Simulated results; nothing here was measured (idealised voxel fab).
Process module, titled voxel wiring stack
Section cut is 155 nm wide and gridded with 5 nm square cells.
When this document writes out a cross-section, it uses a grid of square cells and lists it as bands, beginning at the top and moving down, with a band standing for one or more rows of cells. Top height, bottom height, nm. Materials left to right, width each, nm. Single material + "edge to edge" = fills band edge to edge. "blank" = empty. Beneath 0, the wafer as received is one material, and that level is where height counting begins. The lowest band goes on downward without a bottom; it is written like "0 down". Top row gets the first number, bottom row gets the second, and each row in between changes by the same step: that is how a band width like "30..40" works. Given "nothing altered" for a step, no cell of the cross-section differs between before and after that step. "Fully closed voids" contains a list of empty spaces, each no smaller than 8 cells and without an open way to the top, written in the form width x height at distance with the distance from the left edge and all three in nm. Anything after a step's settings on that line? It's the simulator's own note about the step. The setting "overlay nm" may be written on the line of a step. When the step uses a mask, the value reports how far to the right of the planned place the mask lay, and a negative value reports that it lay to the left.
-- So here's the lineup of process steps we planned
1) RECEIVE: material Si
2) CONFORMAL_DEP: material SiO2, thk nm 15
3) DIRECTIONAL_DEP: material TiN, thk nm 5
4) DIRECTIONAL_DEP: material W, thk nm 20
5) PATTERN: tone cover, mask id METAL_1, material resist, width nm 20, pitch nm 50, thk nm 20, overlay nm 0
6) DIRECTIONAL_ETCH: etch materials W, depth nm 20
7) DIRECTIONAL_ETCH: etch materials TiN, depth nm 5
8) STRIP: etch materials resist
9) CONFORMAL_DEP: material SiCN, thk nm 5
10) FILL_DEP: material lowk, thk nm 10
11) CMP: height nm 40
12) CONFORMAL_DEP: material SiCN, thk nm 5
13) DIRECTIONAL_DEP: material SiO2, thk nm 35
14) DIRECTIONAL_DEP: material aC, thk nm 10
15) PATTERN: tone open, mask id METAL_2, material resist, width nm 20, pitch nm 50, thk nm 25, overlay nm 0
16) DIRECTIONAL_ETCH: etch materials aC, depth nm 10
17) STRIP: etch materials resist
18) DIRECTIONAL_ETCH: etch materials SiO2, depth nm 20
19) STRIP: etch materials aC
20) PATTERN: tone open, mask id METAL_2_HOLES, material resist, width nm 15, thk nm 20, overlay nm 0
21) DIRECTIONAL_ETCH: etch materials SiO2, depth nm 15
22) DIRECTIONAL_ETCH: etch materials SiCN, depth nm 5
23) STRIP: etch materials resist
24) CONFORMAL_DEP: material TiN, thk nm 5
25) FILL_DEP: material Cu, thk nm 10
26) CMP: height nm 80
27) CONFORMAL_DEP: material SiN, thk nm 5
-- Cross-section of the wafer upon arrival, representing the state reached after step 1
> 0 down | Si edge to edge
> Fully closed voids: none
-- Final cross-section, module run with one mistake (start and plan as above)
> 85 to 80 | SiN edge to edge
> 80 to 75 | Cu edge to edge
> 75 to 70 | 45 TiN; 5 Cu; 105 TiN
> 70 to 60 | 40 SiO2; 5 TiN; 5 Cu; 5 TiN; 100 SiO2
> 60 to 55 | 40 SiO2; 15 TiN; 100 SiO2
> 55 to 45 | aC edge to edge
> 45 to 40 | SiCN edge to edge
> 40 to 20 | 35 lowk; 5 SiCN; 20 W; 5 SiCN; 20 lowk; 5 SiCN; 20 W; 5 SiCN; 40 lowk
> 20 to 15 | 40 SiCN; 20 TiN; 30 SiCN; 20 TiN; 45 SiCN
> 15 to 0 | SiO2 edge to edge
> 0 down | Si edge to edge
> Fully closed voids: none
What went wrong in running the wafer? note: step 13 <-> step 14, run order reversed vs plan
